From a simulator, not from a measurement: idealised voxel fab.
You're looking at the process module voxel double patterning.
The cross-section on display is named cut; it measures 160 nm wide, and its cells are 5 nm squares.
We lay out every cross-section as a grid of square cells and spell it out in bands from the top down, where one band means one or more rows of cells. Heights first: top, then bottom, in nm. Then materials, left to right, each with a width in nm. "throughout" on a single material: fills the band edge to edge. "blank": empty space. Zero point of the height axis is 0; under it, received wafer = one material. Lowest band: continues down indefinitely, "0 -> down". Per-row width for "30..40": begins at first number (top row of band), ends at second number (bottom row), increment between rows held constant. Take "no change" at face value: in the step it is given for, the cross-section changed in none of its cells. Entry "Unvented internal voids". Content: empty spaces with no open connection to the top, size 8 cells or greater. Each: width x height at distance. Distance: from left edge. Unit: nm. That trailing text on a step's line, after the settings, is the simulator's own remark on the step. Each step line may optionally specify "overlay nm", which for a step with a mask gives the rightward distance between the mask's planned place and where it lay, a negative value indicating the leftward direction.
# Here's what the planned process steps look like
1) RECEIVE [material Si]
2) CONFORMAL_DEP [material SiO2] [thk nm 10]
3) DIRECTIONAL_DEP [material polySi] [thk nm 15]
4) DIRECTIONAL_DEP [material SiCN] [thk nm 10]
5) MASKED_ETCH [tone open] [mask id FIRST] [width nm 15] [pitch nm 50] [etch materials SiCN] [depth nm 10] [overlay nm 0]
6) DIRECTIONAL_DEP [material aC] [thk nm 10]
7) PATTERN [tone open] [mask id SECOND] [material resist] [width nm 15] [pitch nm 50] [thk nm 25] [overlay nm 0]
8) DIRECTIONAL_ETCH [etch materials aC] [depth nm 10]
9) STRIP [etch materials resist]
10) DIRECTIONAL_ETCH [etch materials SiCN] [depth nm 10]
11) STRIP [etch materials aC]
12) DIRECTIONAL_ETCH [etch materials polySi] [depth nm 15]
13) STRIP [etch materials SiCN]
# Incoming wafer, cross-sectional view, post step 1
> 0 -> down = Si throughout
> Unvented internal voids: none
# As-planned run: cross-section of the first of two wafers at end of module
> 25 -> 10 = polySi 20 nm; blank 15 nm; polySi 10 nm; blank 15 nm; polySi 10 nm; blank 15 nm; polySi 10 nm; blank 15 nm; polySi 10 nm; blank 15 nm; polySi 25 nm
> 10 -> 0 = SiO2 throughout
> 0 -> down = Si throughout
> Unvented internal voids: none
# Second wafer of the two, sectioned at the end of the module. It began like the first and followed the same plan, but one mistake was made while running it
> 40 -> 25 = polySi 20 nm; blank 15 nm; polySi 10 nm; blank 15 nm; polySi 10 nm; blank 15 nm; polySi 10 nm; blank 15 nm; polySi 10 nm; blank 15 nm; polySi 25 nm
> 25 -> 10 = polySi throughout
> 10 -> 0 = SiO2 throughout
> 0 -> down = Si throughout
> Unvented internal voids: none
Against the plan, the run slipped here: the plan had its step 3 run twice
Per the end-of-run cell counts, the second wafer holds more or fewer of some materials than the first: polySi: 96 more
